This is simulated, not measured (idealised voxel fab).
Presented below is a process module, voxel gate over fins.
Cross-section cut: width 275 nm, square cells of 5 nm.
Cross-section format: a grid of square cells, given as bands from top to bottom; each band is one or more rows of cells.
The band entry comprises the height of the band's top followed by the height of its bottom, expressed in nm, and subsequently the band's materials from left to right, each stated together with its width in nm. Where a single material is marked with the word "throughout", that material fills the band from edge to edge. The word "air" represents empty space.
Convention: height 0 is the level below which the wafer, as received, is all one material. The lowest band does not terminate at the bottom but continues downward, represented as "0 -> down".
Width: "30..40" (first number = top row, second number = bottom row, same change from row to row of cells).
"remained unchanged" means the step left every cell of the cross-section as it was.
Closed-off voids of 8+ cells (no open route to the top) go in "Voids, fully enclosed", written width x height at distance from the left edge, in nm.
Note: text after step settings on the step line = simulator remark on that step.
"overlay nm" on a masked step: distance the mask lay right of its planned place, negative for left.
Intended process steps:
| 1 | RECEIVE with material Si |
| 2 | CONFORMAL_DEP with material SiN, thk nm 10 |
| 3 | DIRECTIONAL_DEP with material aC, thk nm 15 |
| 4 | PATTERN with tone cover, mask id FINS, material resist, width nm 15, pitch nm 60, thk nm 30, overlay nm 0 |
| 5 | DIRECTIONAL_ETCH with etch materials aC, depth nm 15 |
| 6 | STRIP with etch materials resist |
| 7 | DIRECTIONAL_ETCH with etch materials SiN, depth nm 10 |
| 8 | DIRECTIONAL_ETCH with etch materials Si, depth nm 30 |
| 9 | STRIP with etch materials aC |
| 10 | FILL_DEP with material SiO2, thk nm 10 |
| 11 | CMP with height nm 10 |
| 12 | DIRECTIONAL_DEP with material aC, thk nm 15 |
| 13 | PATTERN with tone open, mask id RAIL, material resist, width nm 15, thk nm 35, overlay nm -15 |
| 14 | DIRECTIONAL_ETCH with etch materials aC, depth nm 15 |
| 15 | STRIP with etch materials resist |
| 16 | DIRECTIONAL_ETCH with etch materials SiO2, depth nm 35 |
| 17 | STRIP with etch materials aC |
| 18 | CONFORMAL_DEP with material TiN, thk nm 5 |
| 19 | FILL_DEP with material W, thk nm 10 |
| 20 | CMP with height nm 10 |
| 21 | SELECTIVE_ETCH with etch materials W Ru TiN, depth nm 25 |
| 22 | FILL_DEP with material SiO2, thk nm 5 |
| 23 | CMP with height nm 10 |
| 24 | SELECTIVE_ETCH with etch materials SiO2, depth nm 20 |
| 25 | STRIP with etch materials SiN |
| 26 | CONFORMAL_DEP with material HfO2, thk nm 5 |
| 27 | CONFORMAL_DEP with material TiN, thk nm 5 |
| 28 | CONFORMAL_DEP with material TiAl, thk nm 5 |
| 29 | CONFORMAL_DEP with material TiN, thk nm 5 |
| 30 | FILL_DEP with material W, thk nm 15 |
| 31 | CMP with height nm 30 |
| 32 | CONFORMAL_DEP with material SiN, thk nm 10 |
The overlay nm used in step 13 is not the same on every wafer, whereas the starting condition is; the value printed in the plan is the first wafer's.
The first of several wafers in cross-section, exactly as it reached us after step 1:
0 -> down: Si throughout
Voids, fully enclosed: none
Each row below is a wafer at the end of the module, listing for every material the number of cells it has gained (+) or lost (-) since it was received, followed by its closed voids:
overlay nm -15, +63 HfO2, -294 Si, +110 SiN, +190 SiO2, +63 TiAl, +131 TiN, +177 W, Voids, fully enclosed: none
overlay nm -10, +63 HfO2, -294 Si, +110 SiN, +190 SiO2, +63 TiAl, +131 TiN, +177 W, Voids, fully enclosed: none
overlay nm -5, +63 HfO2, -294 Si, +110 SiN, +190 SiO2, +63 TiAl, +131 TiN, +177 W, Voids, fully enclosed: none
overlay nm 0, +63 HfO2, -294 Si, +110 SiN, +190 SiO2, +63 TiAl, +131 TiN, +177 W, Voids, fully enclosed: none
overlay nm 5, +63 HfO2, -294 Si, +110 SiN, +190 SiO2, +63 TiAl, +131 TiN, +177 W, Voids, fully enclosed: none
overlay nm 10, +63 HfO2, -294 Si, +110 SiN, +190 SiO2, +63 TiAl, +131 TiN, +177 W, Voids, fully enclosed: none
overlay nm 15, +63 HfO2, -294 Si, +110 SiN, +190 SiO2, +63 TiAl, +131 TiN, +177 W, Voids, fully enclosed: none
